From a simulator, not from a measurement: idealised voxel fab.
process module | voxel air gaps
cross-section cut | 260 nm wide | cells 5 nm
A cross-section is a grid of square cells, given in bands from the top down. A band is one or more rows of cells.
Each band's line starts with the height of the band's top and of its bottom, in nm. Then come its materials from left to right, each with its width in nm. One material with "throughout" fills the band from edge to edge. "air" is empty space.
Height 0 is the level under which the wafer as received is all one material. The lowest band goes on downwards, as in "0 down".
A width such as "30 to 40" changes by the same amount from each row of cells to the next, from the band's top row to its bottom row.
"no change" after a step means that no cell of the cross-section changed.
closed voids: empty space of 8 cells or more with no open way to the top, each as width x height at its distance from the left edge, in nm
after a step's settings: what the simulator itself notes on the step
overlay nm, on a step with a mask: how far to the right of its planned place the mask lay; to the left if negative
plan
1 op RECEIVE | material Si
2 op CONFORMAL_DEP | material SiO2 | thk nm 10
3 op CONFORMAL_DEP | material SiCN | thk nm 5
4 op DIRECTIONAL_DEP | material SiO2 | thk nm 35
5 op DIRECTIONAL_DEP | material aC | thk nm 15
6 op PATTERN | tone open | mask id LINES | material resist | width nm 25 | pitch nm 50 | thk nm 35 | overlay nm 0
7 op DIRECTIONAL_ETCH | etch materials aC | depth nm 15
8 op STRIP | etch materials resist
9 op DIRECTIONAL_ETCH | etch materials SiO2 | depth nm 35
10 op STRIP | etch materials aC
11 op CONFORMAL_DEP | material TiN | thk nm 5
12 op FILL_DEP | material W | thk nm 10
13 op CMP | height nm 50
14 op EPI | material Ru | thk nm 10
15 op SELECTIVE_ETCH | etch materials SiO2 | depth nm 45
16 op CONFORMAL_DEP | material SiCN | thk nm 5
varied across the wafers: thk nm of step 3. The plan shows the first wafer's value. All wafers start alike
first wafer as received, after step 1
  0 down: Si throughout
  closed voids: none
first wafer at the end, after step 16
  65 to 60: air 25 | SiCN 205 | air 30
  60 to 50: air 25 | SiCN 5 | Ru 45 | SiCN 5 | Ru 45 | SiCN 5 | Ru 45 | SiCN 5 | Ru 45 | SiCN 5 | air 30
  50 to 45: air 25 | SiCN 15 | TiN 5 | W 15 | TiN 5 | SiCN 25 | TiN 5 | W 15 | TiN 5 | SiCN 25 | TiN 5 | W 15 | TiN 5 | SiCN 25 | TiN 5 | W 15 | TiN 5 | SiCN 15 | air 30
  45 to 20: air 35 | SiCN 5 | TiN 5 | W 15 | TiN 5 | SiCN 5 | air 15 | SiCN 5 | TiN 5 | W 15 | TiN 5 | SiCN 5 | air 15 | SiCN 5 | TiN 5 | W 15 | TiN 5 | SiCN 5 | air 15 | SiCN 5 | TiN 5 | W 15 | TiN 5 | SiCN 5 | air 40
  20 to 15: SiCN 40 | TiN 25 | SiCN 25 | TiN 25 | SiCN 25 | TiN 25 | SiCN 25 | TiN 25 | SiCN 45
  15 to 10: SiCN throughout
  10 to 0: SiO2 throughout
  0 down: Si throughout
  closed voids: 15 x 25 at 70; 15 x 25 at 120; 15 x 25 at 170
last wafer at the end
  65 to 60: air 25 | SiCN 205 | air 30
  60 to 50: air 25 | SiCN 5 | Ru 45 | SiCN 5 | Ru 45 | SiCN 5 | Ru 45 | SiCN 5 | Ru 45 | SiCN 5 | air 30
  50 to 45: air 25 | SiCN 15 | TiN 5 | W 15 | TiN 5 | SiCN 25 | TiN 5 | W 15 | TiN 5 | SiCN 25 | TiN 5 | W 15 | TiN 5 | SiCN 25 | TiN 5 | W 15 | TiN 5 | SiCN 15 | air 30
  45 to 35: air 35 | SiCN 5 | TiN 5 | W 15 | TiN 5 | SiCN 5 | air 15 | SiCN 5 | TiN 5 | W 15 | TiN 5 | SiCN 5 | air 15 | SiCN 5 | TiN 5 | W 15 | TiN 5 | SiCN 5 | air 15 | SiCN 5 | TiN 5 | W 15 | TiN 5 | SiCN 5 | air 40
  35 to 30: SiCN 40 | TiN 25 | SiCN 25 | TiN 25 | SiCN 25 | TiN 25 | SiCN 25 | TiN 25 | SiCN 45
  30 to 10: SiCN throughout
  10 to 0: SiO2 throughout
  0 down: Si throughout
  closed voids: none
each wafer at the end: cells of each material gained (+) or lost (-) since it was received, then its closed voids
thk nm 5 | +72 Ru | +196 SiCN | +104 SiO2 | +68 TiN | +72 W | closed voids: 15 x 25 at 70; 15 x 25 at 120; 15 x 25 at 170
thk nm 10 | +72 Ru | +240 SiCN | +104 SiO2 | +60 TiN | +60 W | closed voids: 15 x 20 at 70; 15 x 20 at 120; 15 x 20 at 170
thk nm 15 | +72 Ru | +284 SiCN | +104 SiO2 | +52 TiN | +48 W | closed voids: 15 x 15 at 70; 15 x 15 at 120; 15 x 15 at 170
thk nm 20 | +72 Ru | +328 SiCN | +104 SiO2 | +44 TiN | +36 W | closed voids: none
